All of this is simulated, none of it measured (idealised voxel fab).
process module | voxel gate over fins
cross-section cut | 230 nm wide | cells 5 nm
A cross-section is a grid of square cells, given in bands from the top down. A band is one or more rows of cells.
Each band's line starts with the height of the band's top and of its bottom, in nm. Then come its materials from left to right, each with its width in nm. One material with "throughout" fills the band from edge to edge. "air" is empty space.
Height 0 is the level under which the wafer as received is all one material. The lowest band goes on downwards, as in "0 down".
A width such as "30 to 40" changes by the same amount from each row of cells to the next, from the band's top row to its bottom row.
"no change" after a step means that no cell of the cross-section changed.
closed voids: empty space of 8 cells or more with no open way to the top, each as width x height at its distance from the left edge, in nm
after a step's settings: what the simulator itself notes on the step
overlay nm, on a step with a mask: how far to the right of its planned place the mask lay; to the left if negative
plan
1 op RECEIVE | material Si
2 op CONFORMAL_DEP | material SiN | thk nm 5
3 op PATTERN | tone cover | mask id FINS | material resist | width nm 15 | pitch nm 60 | thk nm 20 | overlay nm 0
4 op DIRECTIONAL_ETCH | etch materials SiN | depth nm 5
5 op DIRECTIONAL_ETCH | etch materials Si | depth nm 35
6 op STRIP | etch materials resist
7 op OXIDIZE | depth nm 5
8 op FILL_DEP | material SiO2 | thk nm 15
9 op CMP | height nm 5
10 op PATTERN | tone open | mask id RAIL | material resist | width nm 15 | thk nm 20 | overlay nm 0
11 op DIRECTIONAL_ETCH | etch materials SiO2 | depth nm 35
12 op STRIP | etch materials resist
13 op CONFORMAL_DEP | material TiN | thk nm 5
14 op FILL_DEP | material Ru | thk nm 10
15 op CMP | height nm 5
16 op SELECTIVE_ETCH | etch materials W Ru TiN | depth nm 30
17 op FILL_DEP | material SiO2 | thk nm 5
18 op CMP | height nm 5
19 op SELECTIVE_ETCH | etch materials SiO2 | depth nm 20
20 op STRIP | etch materials SiN
21 op CONFORMAL_DEP | material HfO2 | thk nm 5
22 op CONFORMAL_DEP | material TiN | thk nm 5
23 op CONFORMAL_DEP | material TiAl | thk nm 5
24 op CONFORMAL_DEP | material TiN | thk nm 5
25 op FILL_DEP | material W | thk nm 15
26 op CMP | height nm 30
27 op CONFORMAL_DEP | material SiN | thk nm 10
first wafer, as planned
as received, after step 1
  0 down: Si throughout
  closed voids: none
after step 2
  5 to 0: SiN throughout
  below 0: unchanged
after step 3
  25 to 5: air 75 | resist 15 | air 45 | resist 15 | air 80
  below 5: unchanged
after step 4
  25 to 5: air 75 | resist 15 | air 45 | resist 15 | air 80
  5 to 0: air 75 | SiN 15 | air 45 | SiN 15 | air 80
  below 0: unchanged
after step 5
  25 to 5: air 75 | resist 15 | air 45 | resist 15 | air 80
  5 to 0: air 75 | SiN 15 | air 45 | SiN 15 | air 80
  0 to -35: air 75 | Si 15 | air 45 | Si 15 | air 80
  below -35: unchanged
after step 6
  5 to 0: air 75 | SiN 15 | air 45 | SiN 15 | air 80
  below 0: unchanged
after step 7
  5 to 0: air 75 | SiN 15 | air 45 | SiN 15 | air 80
  0 to -35: air 75 | SiO2 5 | Si 5 | SiO2 5 | air 45 | SiO2 5 | Si 5 | SiO2 5 | air 80
  -35 to -40: SiO2 80 | Si 5 | SiO2 55 | Si 5 | SiO2 85
  below -40: unchanged
after step 8
  20 to 5: SiO2 throughout
  5 to 0: SiO2 75 | SiN 15 | SiO2 45 | SiN 15 | SiO2 80
  0 to -40: SiO2 80 | Si 5 | SiO2 55 | Si 5 | SiO2 85
  below -40: unchanged
after step 9
  5 to 0: SiO2 75 | SiN 15 | SiO2 45 | SiN 15 | SiO2 80
  below 0: unchanged
after step 10
  25 to 5: resist 105 | air 15 | resist 110
  below 5: unchanged
after step 11
  25 to 5: resist 105 | air 15 | resist 110
  5 to 0: SiO2 75 | SiN 15 | SiO2 15 | air 15 | SiO2 15 | SiN 15 | SiO2 80
  0 to -30: SiO2 80 | Si 5 | SiO2 20 | air 15 | SiO2 20 | Si 5 | SiO2 85
  below -30: unchanged
after step 12
  5 to 0: SiO2 75 | SiN 15 | SiO2 15 | air 15 | SiO2 15 | SiN 15 | SiO2 80
  below 0: unchanged
after step 13
  10 to 5: TiN 110 | air 5 | TiN 115
  5 to 0: SiO2 75 | SiN 15 | SiO2 15 | TiN 5 | air 5 | TiN 5 | SiO2 15 | SiN 15 | SiO2 80
  0 to -25: SiO2 80 | Si 5 | SiO2 20 | TiN 5 | air 5 | TiN 5 | SiO2 20 | Si 5 | SiO2 85
  -25 to -30: SiO2 80 | Si 5 | SiO2 20 | TiN 15 | SiO2 20 | Si 5 | SiO2 85
  below -30: unchanged
after step 14
  20 to 10: Ru throughout
  10 to 5: TiN 110 | Ru 5 | TiN 115
  5 to 0: SiO2 75 | SiN 15 | SiO2 15 | TiN 5 | Ru 5 | TiN 5 | SiO2 15 | SiN 15 | SiO2 80
  0 to -25: SiO2 80 | Si 5 | SiO2 20 | TiN 5 | Ru 5 | TiN 5 | SiO2 20 | Si 5 | SiO2 85
  below -25: unchanged
after step 15
  5 to 0: SiO2 75 | SiN 15 | SiO2 15 | TiN 5 | Ru 5 | TiN 5 | SiO2 15 | SiN 15 | SiO2 80
  below 0: unchanged
after step 16
  5 to 0: SiO2 75 | SiN 15 | SiO2 15 | air 15 | SiO2 15 | SiN 15 | SiO2 80
  0 to -25: SiO2 80 | Si 5 | SiO2 20 | air 15 | SiO2 20 | Si 5 | SiO2 85
  below -25: unchanged
after step 17
  10 to 5: SiO2 throughout
  5 to 0: SiO2 75 | SiN 15 | SiO2 45 | SiN 15 | SiO2 80
  0 to -25: SiO2 80 | Si 5 | SiO2 55 | Si 5 | SiO2 85
  below -25: unchanged
after step 18
  5 to 0: SiO2 75 | SiN 15 | SiO2 45 | SiN 15 | SiO2 80
  below 0: unchanged
after step 19
  5 to 0: air 75 | SiN 15 | air 45 | SiN 15 | air 80
  0 to -15: air 80 | Si 5 | air 55 | Si 5 | air 85
  below -15: unchanged
after step 20
  0 to -15: air 80 | Si 5 | air 55 | Si 5 | air 85
  below -15: unchanged
after step 21
  5 to 0: air 75 | HfO2 15 | air 45 | HfO2 15 | air 80
  0 to -10: air 75 | HfO2 5 | Si 5 | HfO2 5 | air 45 | HfO2 5 | Si 5 | HfO2 5 | air 80
  -10 to -15: HfO2 80 | Si 5 | HfO2 55 | Si 5 | HfO2 85
  below -15: unchanged
after step 22
  10 to 5: air 70 | TiN 25 | air 35 | TiN 25 | air 75
  5 to 0: air 70 | TiN 5 | HfO2 15 | TiN 5 | air 35 | TiN 5 | HfO2 15 | TiN 5 | air 75
  0 to -5: air 70 | TiN 5 | HfO2 5 | Si 5 | HfO2 5 | TiN 5 | air 35 | TiN 5 | HfO2 5 | Si 5 | HfO2 5 | TiN 5 | air 75
  -5 to -10: TiN 75 | HfO2 5 | Si 5 | HfO2 5 | TiN 45 | HfO2 5 | Si 5 | HfO2 5 | TiN 80
  below -10: unchanged
after step 23
  15 to 10: air 65 | TiAl 35 | air 25 | TiAl 35 | air 70
  10 to 5: air 65 | TiAl 5 | TiN 25 | TiAl 5 | air 25 | TiAl 5 | TiN 25 | TiAl 5 | air 70
  5 to 0: air 65 | TiAl 5 | TiN 5 | HfO2 15 | TiN 5 | TiAl 5 | air 25 | TiAl 5 | TiN 5 | HfO2 15 | TiN 5 | TiAl 5 | air 70
  0 to -5: TiAl 70 | TiN 5 | HfO2 5 | Si 5 | HfO2 5 | TiN 5 | TiAl 35 | TiN 5 | HfO2 5 | Si 5 | HfO2 5 | TiN 5 | TiAl 75
  below -5: unchanged
after step 24
  20 to 15: air 60 | TiN 45 | air 15 | TiN 45 | air 65
  15 to 10: air 60 | TiN 5 | TiAl 35 | TiN 5 | air 15 | TiN 5 | TiAl 35 | TiN 5 | air 65
  10 to 5: air 60 | TiN 5 | TiAl 5 | TiN 25 | TiAl 5 | TiN 5 | air 15 | TiN 5 | TiAl 5 | TiN 25 | TiAl 5 | TiN 5 | air 65
  5 to 0: TiN 65 | TiAl 5 | TiN 5 | HfO2 15 | TiN 5 | TiAl 5 | TiN 25 | TiAl 5 | TiN 5 | HfO2 15 | TiN 5 | TiAl 5 | TiN 70
  below 0: unchanged
after step 25
  35 to 20: W throughout
  20 to 15: W 60 | TiN 45 | W 15 | TiN 45 | W 65
  15 to 10: W 60 | TiN 5 | TiAl 35 | TiN 5 | W 15 | TiN 5 | TiAl 35 | TiN 5 | W 65
  10 to 5: W 60 | TiN 5 | TiAl 5 | TiN 25 | TiAl 5 | TiN 5 | W 15 | TiN 5 | TiAl 5 | TiN 25 | TiAl 5 | TiN 5 | W 65
  below 5: unchanged
after step 26
  30 to 20: W throughout
  below 20: unchanged
after step 27
  40 to 30: SiN throughout
  below 30: unchanged
second wafer: like start, like plan, one mistake. Through step 18 it matches the first wafer
when step 19 should have ended
  5 to 0: air 75 | SiN 15 | air 45 | SiN 15 | air 80
  0 to -25: air 80 | Si 5 | air 55 | Si 5 | air 85
  -25 to -30: air 80 | Si 5 | air 20 | TiN 15 | air 20 | Si 5 | air 85
  -30 to -35: air 80 | Si 5 | air 25 | SiO2 5 | air 25 | Si 5 | air 85
  below -35: unchanged
when step 20 should have ended
  0 to -25: air 80 | Si 5 | air 55 | Si 5 | air 85
  below -25: unchanged
when step 21 should have ended
  5 to 0: air 75 | HfO2 15 | air 45 | HfO2 15 | air 80
  0 to -20: air 75 | HfO2 5 | Si 5 | HfO2 5 | air 45 | HfO2 5 | Si 5 | HfO2 5 | air 80
  -20 to -25: air 75 | HfO2 5 | Si 5 | HfO2 5 | air 10 | HfO2 25 | air 10 | HfO2 5 | Si 5 | HfO2 5 | air 80
  -25 to -30: air 75 | HfO2 5 | Si 5 | HfO2 5 | air 10 | HfO2 5 | TiN 15 | HfO2 5 | air 10 | HfO2 5 | Si 5 | HfO2 5 | air 80
  -30 to -35: HfO2 80 | Si 5 | HfO2 25 | SiO2 5 | HfO2 25 | Si 5 | HfO2 85
  below -35: unchanged
when step 22 should have ended
  10 to 5: air 70 | TiN 25 | air 35 | TiN 25 | air 75
  5 to 0: air 70 | TiN 5 | HfO2 15 | TiN 5 | air 35 | TiN 5 | HfO2 15 | TiN 5 | air 75
  0 to -15: air 70 | TiN 5 | HfO2 5 | Si 5 | HfO2 5 | TiN 5 | air 35 | TiN 5 | HfO2 5 | Si 5 | HfO2 5 | TiN 5 | air 75
  -15 to -20: air 70 | TiN 5 | HfO2 5 | Si 5 | HfO2 5 | TiN 45 | HfO2 5 | Si 5 | HfO2 5 | TiN 5 | air 75
  -20 to -25: air 70 | TiN 5 | HfO2 5 | Si 5 | HfO2 5 | TiN 10 | HfO2 25 | TiN 10 | HfO2 5 | Si 5 | HfO2 5 | TiN 5 | air 75
  -25 to -30: TiN 75 | HfO2 5 | Si 5 | HfO2 5 | TiN 10 | HfO2 5 | TiN 15 | HfO2 5 | TiN 10 | HfO2 5 | Si 5 | HfO2 5 | TiN 80
  below -30: unchanged
when step 23 should have ended
  15 to 10: air 65 | TiAl 35 | air 25 | TiAl 35 | air 70
  10 to 5: air 65 | TiAl 5 | TiN 25 | TiAl 5 | air 25 | TiAl 5 | TiN 25 | TiAl 5 | air 70
  5 to 0: air 65 | TiAl 5 | TiN 5 | HfO2 15 | TiN 5 | TiAl 5 | air 25 | TiAl 5 | TiN 5 | HfO2 15 | TiN 5 | TiAl 5 | air 70
  0 to -10: air 65 | TiAl 5 | TiN 5 | HfO2 5 | Si 5 | HfO2 5 | TiN 5 | TiAl 5 | air 25 | TiAl 5 | TiN 5 | HfO2 5 | Si 5 | HfO2 5 | TiN 5 | TiAl 5 | air 70
  -10 to -15: air 65 | TiAl 5 | TiN 5 | HfO2 5 | Si 5 | HfO2 5 | TiN 5 | TiAl 35 | TiN 5 | HfO2 5 | Si 5 | HfO2 5 | TiN 5 | TiAl 5 | air 70
  -15 to -20: air 65 | TiAl 5 | TiN 5 | HfO2 5 | Si 5 | HfO2 5 | TiN 45 | HfO2 5 | Si 5 | HfO2 5 | TiN 5 | TiAl 5 | air 70
  -20 to -25: TiAl 70 | TiN 5 | HfO2 5 | Si 5 | HfO2 5 | TiN 10 | HfO2 25 | TiN 10 | HfO2 5 | Si 5 | HfO2 5 | TiN 5 | TiAl 75
  below -25: unchanged
when step 24 should have ended
  20 to 15: air 60 | TiN 45 | air 15 | TiN 45 | air 65
  15 to 10: air 60 | TiN 5 | TiAl 35 | TiN 5 | air 15 | TiN 5 | TiAl 35 | TiN 5 | air 65
  10 to 5: air 60 | TiN 5 | TiAl 5 | TiN 25 | TiAl 5 | TiN 5 | air 15 | TiN 5 | TiAl 5 | TiN 25 | TiAl 5 | TiN 5 | air 65
  5 to 0: air 60 | TiN 5 | TiAl 5 | TiN 5 | HfO2 15 | TiN 5 | TiAl 5 | TiN 5 | air 15 | TiN 5 | TiAl 5 | TiN 5 | HfO2 15 | TiN 5 | TiAl 5 | TiN 5 | air 65
  0 to -5: air 60 | TiN 5 | TiAl 5 | TiN 5 | HfO2 5 | Si 5 | HfO2 5 | TiN 5 | TiAl 5 | TiN 5 | air 15 | TiN 5 | TiAl 5 | TiN 5 | HfO2 5 | Si 5 | HfO2 5 | TiN 5 | TiAl 5 | TiN 5 | air 65
  -5 to -10: air 60 | TiN 5 | TiAl 5 | TiN 5 | HfO2 5 | Si 5 | HfO2 5 | TiN 5 | TiAl 5 | TiN 25 | TiAl 5 | TiN 5 | HfO2 5 | Si 5 | HfO2 5 | TiN 5 | TiAl 5 | TiN 5 | air 65
  -10 to -15: air 60 | TiN 5 | TiAl 5 | TiN 5 | HfO2 5 | Si 5 | HfO2 5 | TiN 5 | TiAl 35 | TiN 5 | HfO2 5 | Si 5 | HfO2 5 | TiN 5 | TiAl 5 | TiN 5 | air 65
  -15 to -20: TiN 65 | TiAl 5 | TiN 5 | HfO2 5 | Si 5 | HfO2 5 | TiN 45 | HfO2 5 | Si 5 | HfO2 5 | TiN 5 | TiAl 5 | TiN 70
  below -20: unchanged
when step 25 should have ended
  35 to 20: W throughout
  20 to 15: W 60 | TiN 45 | W 15 | TiN 45 | W 65
  15 to 10: W 60 | TiN 5 | TiAl 35 | TiN 5 | W 15 | TiN 5 | TiAl 35 | TiN 5 | W 65
  10 to 5: W 60 | TiN 5 | TiAl 5 | TiN 25 | TiAl 5 | TiN 5 | W 15 | TiN 5 | TiAl 5 | TiN 25 | TiAl 5 | TiN 5 | W 65
  5 to 0: W 60 | TiN 5 | TiAl 5 | TiN 5 | HfO2 15 | TiN 5 | TiAl 5 | TiN 5 | W 15 | TiN 5 | TiAl 5 | TiN 5 | HfO2 15 | TiN 5 | TiAl 5 | TiN 5 | W 65
  0 to -5: W 60 | TiN 5 | TiAl 5 | TiN 5 | HfO2 5 | Si 5 | HfO2 5 | TiN 5 | TiAl 5 | TiN 5 | W 15 | TiN 5 | TiAl 5 | TiN 5 | HfO2 5 | Si 5 | HfO2 5 | TiN 5 | TiAl 5 | TiN 5 | W 65
  -5 to -10: W 60 | TiN 5 | TiAl 5 | TiN 5 | HfO2 5 | Si 5 | HfO2 5 | TiN 5 | TiAl 5 | TiN 25 | TiAl 5 | TiN 5 | HfO2 5 | Si 5 | HfO2 5 | TiN 5 | TiAl 5 | TiN 5 | W 65
  -10 to -15: W 60 | TiN 5 | TiAl 5 | TiN 5 | HfO2 5 | Si 5 | HfO2 5 | TiN 5 | TiAl 35 | TiN 5 | HfO2 5 | Si 5 | HfO2 5 | TiN 5 | TiAl 5 | TiN 5 | W 65
  below -15: unchanged
when step 26 should have ended
  30 to 20: W throughout
  below 20: unchanged
when step 27 should have ended
  40 to 30: SiN throughout
  below 30: unchanged
what went wrong: step 19 was run twice
at the end the second wafer has, in cells: 22 more of HfO2 | 172 fewer of SiO2 | 12 more of TiAl | 32 more of TiN | 106 more of W
